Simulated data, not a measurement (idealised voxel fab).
This is a process module. Its name is voxel capacitor over wiring.
The cross-section shown here is cut; it is 295 nm wide and divided into square cells measuring 5 nm on a side.
Bands, listed from the top down, are how a cross-section gets written in this document; the cross-section itself is a grid of square cells, and a band is one or more rows of them.
Within each band entry, the heights of the top and of the bottom of the band appear first, in that order and in nm; the materials of the band then follow from left to right, each with its corresponding width in nm. The designation "all across" on a single material indicates that it fills the band from edge to edge; the designation "air" indicates empty space.
Heights are reckoned from 0. Under this level, the received wafer is all of one material. The bottommost band is open-ended downward, for example "0 down".
You'd read "30 to 40" like this: the band's top row of cells is as wide as the first number, its bottom row is as wide as the second, and going down, every row changes width by the same amount as the row before did.
Basically "no modification" means that step didn't change any cell in the cross-section.
"Enclosed void entries" specifies each empty space that is not open to the top and that occupies no fewer than 8 cells, using the form width x height at distance, the distance measured from the left edge and all three quantities in nm.
Step line, after settings: the simulator's comment on this step.
For masked steps, "overlay nm" on the step line gives how far right of plan the mask actually lay; a minus sign means it lay to the left.

The steps planned for the process are as follows
1: RECEIVE | material Si
2: CONFORMAL_DEP | material SiO2 | thk nm 10
3: DIRECTIONAL_DEP | material TiN | thk nm 5
4: DIRECTIONAL_DEP | material W | thk nm 25
5: MASKED_ETCH | tone cover | mask id METAL_1 | width nm 20 | pitch nm 80 | etch materials W | depth nm 25 | overlay nm 0
6: MASKED_ETCH | tone cover | mask id METAL_1 | width nm 20 | pitch nm 80 | etch materials TiN | depth nm 5 | overlay nm 0
7: FILL_DEP | material SiO2 | thk nm 5
8: CMP | height nm 40
9: CONFORMAL_DEP | material SiCN | thk nm 5
10: DIRECTIONAL_DEP | material SiO2 | thk nm 15
11: DIRECTIONAL_DEP | material aC | thk nm 10
12: PATTERN | tone open | mask id PLUG_1 | material resist | width nm 15 | thk nm 25 | overlay nm 0
13: DIRECTIONAL_ETCH | etch materials aC | depth nm 10
14: STRIP | etch materials resist
15: DIRECTIONAL_ETCH | etch materials SiO2 | depth nm 15
16: DIRECTIONAL_ETCH | etch materials SiCN | depth nm 5
17: STRIP | etch materials aC
18: EPI | material Ru | thk nm 10
19: EPI | material Ru | thk nm 10
20: DIRECTIONAL_DEP | material TiN | thk nm 5
21: DIRECTIONAL_DEP | material Al2O3 | thk nm 5
22: DIRECTIONAL_DEP | material TiN | thk nm 10
23: MASKED_ETCH | tone cover | mask id UPPER_PLATE | width nm 65 | etch materials TiN | depth nm 10 | overlay nm 0
24: MASKED_ETCH | tone cover | mask id UPPER_PLATE | width nm 65 | etch materials Al2O3 | depth nm 5 | overlay nm 0
25: PATTERN | tone cover | mask id LOWER_PLATE | material resist | width nm 75 | thk nm 15 | overlay nm 0
26: DIRECTIONAL_ETCH | etch materials TiN | depth nm 5
27: STRIP | etch materials resist
28: FILL_DEP | material SiO2 | thk nm 20
29: CMP | height nm 95
30: DIRECTIONAL_DEP | material aC | thk nm 15
31: PATTERN | tone open | mask id PLUG_2 | material resist | width nm 15 | thk nm 30 | overlay nm 0
32: DIRECTIONAL_ETCH | etch materials aC | depth nm 15
33: STRIP | etch materials resist
34: DIRECTIONAL_ETCH | etch materials SiO2 | depth nm 15
35: STRIP | etch materials aC
36: CONFORMAL_DEP | material TiN | thk nm 5
37: FILL_DEP | material Ru | thk nm 5
38: CMP | height nm 95
39: CONFORMAL_DEP | material SiCN | thk nm 5

Cross-section of the incoming wafer, state after step 1
* 0 down: Si all across
* Enclosed void entries: none

Module complete, cross-section. Starting point and plan per above. One mistake made in running the module
* 100 to 95: SiCN all across
* 95 to 85: SiO2 110, TiN 5, Ru 5, TiN 5, SiO2 170
* 85 to 80: SiO2 110, TiN 15, SiO2 170
* 80 to 70: SiO2 115, TiN 50, SiO2 130
* 70 to 65: SiO2 115, Al2O3 50, SiO2 130
* 65 to 60: SiO2 95, TiN 5, SiO2 15, TiN 55, SiO2 125
* 60 to 50: SiO2 100, TiN 15, SiO2 180
* 50 to 45: SiO2 100, Al2O3 15, SiO2 180
* 45 to 40: SiCN 100, TiN 15, SiCN 180
* 40 to 35: SiO2 all across
* 35 to 10: SiO2 95, W 20, SiO2 60, W 20, SiO2 100
* 10 to 0: SiO2 all across
* 0 down: Si all across
* Enclosed void entries: none
Here's what went sideways: skipped: plan step 3 (never run)
